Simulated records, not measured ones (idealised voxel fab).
Process module under the name voxel tone inversion
Xsec cut, 250 nm wide, square cell size 5 nm.
A cross-section is written here as square cells arranged in a grid, and it is given in bands from the top down, each band taking up one or more rows of cells. Top height, bottom height, nm. Materials left to right, width each, nm. Single material + "throughout" = fills band edge to edge. "blank" = empty. Ref level 0: as-received wafer is one material below here. Bottom band extends down with no lower bound ("0 nm and below"). Quick explanation for "30 to 40": the width changes in equal steps down the rows of cells, from the first number in the band's top row to the second number in its bottom row. When a step is marked "nothing altered", none of the cells in the cross-section changed during that step. This entry, "Trapped void list", enumerates those empty regions of no fewer than 8 cells that possess no open connection to the top. Each region is reported in the form width x height at distance, the distance being taken from the left edge, with all three quantities expressed in nm. The remark found on a step's line after its settings is issued by the simulator itself and pertains to that step. The "overlay nm" setting may appear on a step's line; for a step that uses a mask, it gives how far to the right of its planned position the mask lay, and a negative value indicates the left.

The planned process steps are enumerated hereunder
step 1: RECEIVE,material Si
step 2: CONFORMAL_DEP,material SiCN,thk nm 5
step 3: DIRECTIONAL_DEP,material polySi,thk nm 20
step 4: PATTERN,tone cover,mask id POSTS,material resist,width nm 25,pitch nm 50,thk nm 25,overlay nm 0
step 5: DIRECTIONAL_ETCH,etch materials polySi,depth nm 20
step 6: STRIP,etch materials resist
step 7: FILL_DEP,material lowk,thk nm 5
step 8: CMP,height nm 25
step 9: STRIP,etch materials polySi
step 10: CONFORMAL_DEP,material TiN,thk nm 5
step 11: FILL_DEP,material Ru,thk nm 5
step 12: CMP,height nm 25
step 13: CONFORMAL_DEP,material SiCN,thk nm 5

As-received state of the wafer in cross-section, equivalent to post-step 1
- 0 nm and below | Si throughout
- Trapped void list: none

Here's the wafer cut in cross-section after the module, started and planned just like above, except one thing was done wrong in the run
- 30 nm to 20 nm | SiCN throughout
- 20 nm to 0 nm | polySi throughout
- 0 nm and below | Si throughout
- Trapped void list: none
Plan not followed: steps 2 and 3 of the plan were each performed in the slot designated for the other
